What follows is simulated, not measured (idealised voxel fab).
Herein follows the process module entitled voxel fin reveal.
In the cross-section labelled cut, the width is 235 nm and each square cell is 5 nm.
For the purposes of this document, a cross-section shall be understood as a grid of square cells, specified as bands listed in top-to-bottom order, each band consisting of one or more rows of cells. Top height, bottom height, nm. Materials left to right, width each, nm. Single material + "throughout" = fills band edge to edge. "empty" = empty. Basically, 0 is our baseline, since under it the wafer straight out of the box is all one material. The bottom band has no lower end and keeps on going down, so it looks like "0 and below". Quick explanation for "30->40": the width changes in equal steps down the rows of cells, from the first number in the band's top row to the second number in its bottom row. What does "no change occurred" mean for a step? It means no cell of the cross-section changed in that step. The label "Fully sealed cavities" introduces a list of the empty spaces, 8 cells or larger, that have no open way up to the top; each entry in it reads width x height at distance, where the distance is taken from the left edge and all three are stated in nm. Formally, on a step line, whatever follows the settings is a remark that the simulator itself makes on the step. Each step line may optionally specify "overlay nm", which for a step with a mask gives the rightward distance between the mask's planned place and where it lay, a negative value indicating the leftward direction.

### List of planned process steps
- 1: RECEIVE [material Si]
- 2: CONFORMAL_DEP [material SiN] [thk nm 5]
- 3: PATTERN [tone cover] [mask id FINS] [material resist] [width nm 15] [pitch nm 35] [thk nm 15] [overlay nm 0]
- 4: DIRECTIONAL_ETCH [etch materials SiN] [depth nm 5]
- 5: DIRECTIONAL_ETCH [etch materials Si] [depth nm 30]
- 6: STRIP [etch materials resist]
- 7: OXIDIZE [depth nm 5]
- 8: FILL_DEP [material SiO2] [thk nm 10]
- 9: CMP [height nm 5]
- 10: SELECTIVE_ETCH [etch materials SiO2] [depth nm 15]
- 11: STRIP [etch materials SiN]
- 12: CONFORMAL_DEP [material SiO2] [thk nm 5]

### First out of two wafers; run went to plan

### Delivered wafer in cross-section: state after step 1
0 and below: Si throughout
Fully sealed cavities: none

### Upon completion of step 2, the wafer appears in cross-section as shown
5 down to 0: SiN throughout
Under the height 0 nothing was changed.

### Upon completion of step 3, the wafer appears in cross-section as shown
20 down to 5: empty (90), resist (15), empty (20), resist (15), empty (95)
Under the height 5 nothing was changed.

### Upon completion of step 4, the wafer appears in cross-section as shown
20 down to 5: empty (90), resist (15), empty (20), resist (15), empty (95)
5 down to 0: empty (90), SiN (15), empty (20), SiN (15), empty (95)
Under the height 0 nothing was changed.

### Upon completion of step 5, the wafer appears in cross-section as shown
20 down to 5: empty (90), resist (15), empty (20), resist (15), empty (95)
5 down to 0: empty (90), SiN (15), empty (20), SiN (15), empty (95)
0 down to -30: empty (90), Si (15), empty (20), Si (15), empty (95)
Under the height -30 nothing was changed.

### Upon completion of step 6, the wafer appears in cross-section as shown
5 down to 0: empty (90), SiN (15), empty (20), SiN (15), empty (95)
Under the height 0 nothing was changed.

### Upon completion of step 7, the wafer appears in cross-section as shown
5 down to 0: empty (90), SiN (15), empty (20), SiN (15), empty (95)
0 down to -30: empty (90), SiO2 (5), Si (5), SiO2 (5), empty (20), SiO2 (5), Si (5), SiO2 (5), empty (95)
-30 down to -35: SiO2 (95), Si (5), SiO2 (30), Si (5), SiO2 (100)
Under the height -35 nothing was changed.

### Upon completion of step 8, the wafer appears in cross-section as shown
15 down to 5: SiO2 throughout
5 down to 0: SiO2 (90), SiN (15), SiO2 (20), SiN (15), SiO2 (95)
0 down to -35: SiO2 (95), Si (5), SiO2 (30), Si (5), SiO2 (100)
Under the height -35 nothing was changed.

### Upon completion of step 9, the wafer appears in cross-section as shown
5 down to 0: SiO2 (90), SiN (15), SiO2 (20), SiN (15), SiO2 (95)
Under the height 0 nothing was changed.

### Upon completion of step 10, the wafer appears in cross-section as shown
5 down to 0: empty (90), SiN (15), empty (20), SiN (15), empty (95)
0 down to -10: empty (95), Si (5), empty (30), Si (5), empty (100)
Under the height -10 nothing was changed.

### Upon completion of step 11, the wafer appears in cross-section as shown
0 down to -10: empty (95), Si (5), empty (30), Si (5), empty (100)
Under the height -10 nothing was changed.

### Upon completion of step 12, the wafer appears in cross-section as shown
5 down to 0: empty (90), SiO2 (15), empty (20), SiO2 (15), empty (95)
0 down to -5: empty (90), SiO2 (5), Si (5), SiO2 (5), empty (20), SiO2 (5), Si (5), SiO2 (5), empty (95)
-5 down to -35: SiO2 (95), Si (5), SiO2 (30), Si (5), SiO2 (100)
Under the height -35 nothing was changed.

### The second wafer: identical to the first at the outset and in its planned sequence, differing only in that one mistake was made during processing; up to and including step 9, its path is the first wafer's path

### Second wafer, cut view, end of step 10 per plan
5 down to 0: empty (90), SiN (15), empty (20), SiN (15), empty (95)
0 down to -25: empty (95), Si (5), empty (30), Si (5), empty (100)
Under the height -25 nothing was changed.

### Second wafer, cut view, end of step 11 per plan
0 down to -25: empty (95), Si (5), empty (30), Si (5), empty (100)
Under the height -25 nothing was changed.

### Second wafer, cut view, end of step 12 per plan
5 down to 0: empty (90), SiO2 (15), empty (20), SiO2 (15), empty (95)
0 down to -20: empty (90), SiO2 (5), Si (5), SiO2 (5), empty (20), SiO2 (5), Si (5), SiO2 (5), empty (95)
-20 down to -35: SiO2 (95), Si (5), SiO2 (30), Si (5), SiO2 (100)
Under the height -35 nothing was changed.
Nonconformance to the process plan: step 10 from the plan got run twice
Wrapping up, a cell-based count of both wafers puts the second over or under the first for these materials: 123 fewer of SiO2
